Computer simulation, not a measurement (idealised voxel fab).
The process module presented herein is designated voxel transistor to metal.
The width of the displayed cross-section, cut, is 170 nm; its cells are square, with a size of 5 nm.
When this document writes out a cross-section, it uses a grid of square cells and lists it as bands, beginning at the top and moving down, with a band standing for one or more rows of cells.
Look at the band entry: it leads with the top's height and the bottom's height in nm. Then it lists the materials left to right, with a width in nm for each. The word "full width" on a single material says that material fills the band edge to edge. The word "air" is empty space.
Heights from 0 (as-received wafer is one material below). Bottom band endless downward, as "0 nm and below".
Read "30->40" as a graded width: first number on top, second number at the bottom, same change between each pair of neighbouring rows.
Given "same as before" for a step, no cell of the cross-section differs between before and after that step.
Closed-off voids of 8+ cells (no open route to the top) go in "Voids, enclosed", written width x height at distance from the left edge, in nm.
If you see something after the settings on a step's line, that's the simulator's own remark about that step.
The setting "overlay nm" may be written on the line of a step. When the step uses a mask, the value reports how far to the right of the planned place the mask lay, and a negative value reports that it lay to the left.

Planned process steps:
1 RECEIVE: material Si
2 CONFORMAL_DEP: material SiO2, thk nm 5
3 CONFORMAL_DEP: material SiN, thk nm 15
4 DIRECTIONAL_DEP: material aC, thk nm 10
5 PATTERN: tone cover, mask id ACTIVE, material resist, width nm 95, thk nm 25, overlay nm 0
6 DIRECTIONAL_ETCH: etch materials aC, depth nm 10
7 STRIP: etch materials resist
8 DIRECTIONAL_ETCH: etch materials SiN, depth nm 15
9 DIRECTIONAL_ETCH: etch materials SiO2, depth nm 5
10 DIRECTIONAL_ETCH: etch materials Si, depth nm 35
11 STRIP: etch materials aC
12 OXIDIZE: depth nm 5
13 FILL_DEP: material SiO2, thk nm 10
14 CMP: height nm 20
15 SELECTIVE_ETCH: etch materials SiO2, depth nm 10
16 STRIP: etch materials SiN
17 SELECTIVE_ETCH: etch materials SiO2, depth nm 5
18 OXIDIZE: depth nm 5
19 DIRECTIONAL_DEP: material polySi, thk nm 20
20 DIRECTIONAL_DEP: material SiCN, thk nm 15
21 MASKED_ETCH: tone cover, mask id GATE, width nm 15, etch materials SiCN, depth nm 25, overlay nm 0
22 MASKED_ETCH: tone cover, mask id GATE, width nm 15, etch materials polySi, depth nm 30, overlay nm 0
23 CONFORMAL_DEP: material SiN, thk nm 10
24 DIRECTIONAL_ETCH: etch materials SiN, depth nm 10
25 DIRECTIONAL_ETCH: etch materials SiO2, depth nm 5
26 DIRECTIONAL_ETCH: etch materials Si, depth nm 5
27 EPI: material SiGe, thk nm 10
28 FILL_DEP: material SiO2, thk nm 10
29 CMP: height nm 35
30 DIRECTIONAL_DEP: material SiO2, thk nm 15
31 DIRECTIONAL_DEP: material aC, thk nm 15
32 PATTERN: tone open, mask id CONTACT, material resist, width nm 15, pitch nm 70, thk nm 30, overlay nm 0
33 DIRECTIONAL_ETCH: etch materials aC, depth nm 15
34 STRIP: etch materials resist
35 DIRECTIONAL_ETCH: etch materials SiO2, depth nm 50
36 STRIP: etch materials aC
37 CONFORMAL_DEP: material TiN, thk nm 5
38 FILL_DEP: material Ru, thk nm 10
39 CMP: height nm 50
40 DIRECTIONAL_DEP: material TiN, thk nm 5
41 DIRECTIONAL_DEP: material W, thk nm 25
42 PATTERN: tone cover, mask id METAL_1, material resist, width nm 15, pitch nm 70, thk nm 20, overlay nm 0
43 DIRECTIONAL_ETCH: etch materials W, depth nm 25
44 DIRECTIONAL_ETCH: etch materials TiN, depth nm 5
45 STRIP: etch materials resist
46 FILL_DEP: material lowk, thk nm 10
47 CMP: height nm 80
48 CONFORMAL_DEP: material SiCN, thk nm 5

As-received wafer cross-section (after step 1):
> 0 nm and below | Si full width
> Voids, enclosed: none

Here's the cross-section of the first of our two wafers at the end of the module - it ran as planned:
> 85 nm to 80 nm | SiCN full width
> 80 nm to 55 nm | lowk (40), W (15), lowk (55), W (15), lowk (45)
> 55 nm to 50 nm | lowk (40), TiN (15), lowk (55), TiN (15), lowk (45)
> 50 nm to 35 nm | SiO2 (40), TiN (5), Ru (5), TiN (5), SiO2 (55), TiN (5), Ru (5), TiN (5), SiO2 (45)
> 35 nm to 20 nm | SiO2 (40), TiN (5), Ru (5), TiN (5), SiO2 (10), SiN (10), SiCN (15), SiN (10), SiO2 (10), TiN (5), Ru (5), TiN (5), SiO2 (45)
> 20 nm to 5 nm | SiO2 (40), TiN (5), Ru (5), TiN (5), SiO2 (10), SiN (10), polySi (15), SiN (10), SiO2 (10), TiN (5), Ru (5), TiN (5), SiO2 (45)
> 5 nm to 0 nm | SiO2 (30), SiN (10), TiN (15), SiGe (10), SiN (10), polySi (15), SiN (10), SiGe (10), TiN (15), SiN (10), SiO2 (35)
> 0 nm to -5 nm | SiO2 (40), SiGe (25), SiO2 (35), SiGe (25), SiO2 (45)
> -5 nm to -10 nm | SiO2 (40), SiGe (25), Si (35), SiGe (25), SiO2 (45)
> -10 nm to -40 nm | SiO2 (40), Si (85), SiO2 (45)
> -40 nm and below | Si full width
> Voids, enclosed: none

Here is the second of the two wafers cut open at the end of the module - same start, same plan as the first one, but we made one mistake running it:
> 85 nm to 80 nm | SiCN full width
> 80 nm to 55 nm | lowk (40), W (15), lowk (55), W (15), lowk (45)
> 55 nm to 50 nm | lowk (40), TiN (15), lowk (55), TiN (15), lowk (45)
> 50 nm to 35 nm | SiO2 (40), TiN (5), Ru (10), TiN (5), SiO2 (50), TiN (5), Ru (10), TiN (5), SiO2 (40)
> 35 nm to 20 nm | SiO2 (40), TiN (5), Ru (10), TiN (5), SiO2 (5), SiN (10), SiCN (15), SiN (10), SiO2 (10), TiN (5), Ru (10), TiN (5), SiO2 (40)
> 20 nm to 10 nm | SiO2 (40), TiN (5), Ru (10), TiN (5), SiO2 (5), SiN (10), polySi (15), SiN (10), SiO2 (10), TiN (5), Ru (10), TiN (5), SiO2 (40)
> 10 nm to 5 nm | SiO2 (40), TiN (5), Ru (5), TiN (10), SiO2 (5), SiN (10), polySi (15), SiN (10), SiO2 (10), TiN (5), Ru (5), TiN (10), SiO2 (40)
> 5 nm to 0 nm | SiO2 (30), SiN (10), TiN (15), SiGe (10), SiN (10), polySi (15), SiN (10), SiGe (10), TiN (15), SiN (10), SiO2 (35)
> 0 nm to -5 nm | SiO2 (40), SiGe (25), SiO2 (35), SiGe (25), SiO2 (45)
> -5 nm to -10 nm | SiO2 (40), SiGe (25), Si (35), SiGe (25), SiO2 (45)
> -10 nm to -40 nm | SiO2 (40), Si (85), SiO2 (45)
> -40 nm and below | Si full width
> Voids, enclosed: none
what went wrong: step 32, actual vs plan mismatch, actual run PATTERN: tone open, mask id CONTACT, material resist, width nm 20, pitch nm 70, thk nm 30, overlay nm 0
Per the end-of-run cell counts, the second wafer holds more or fewer of some materials than the first: Ru: 16 more, SiO2: 18 fewer, TiN: 2 more
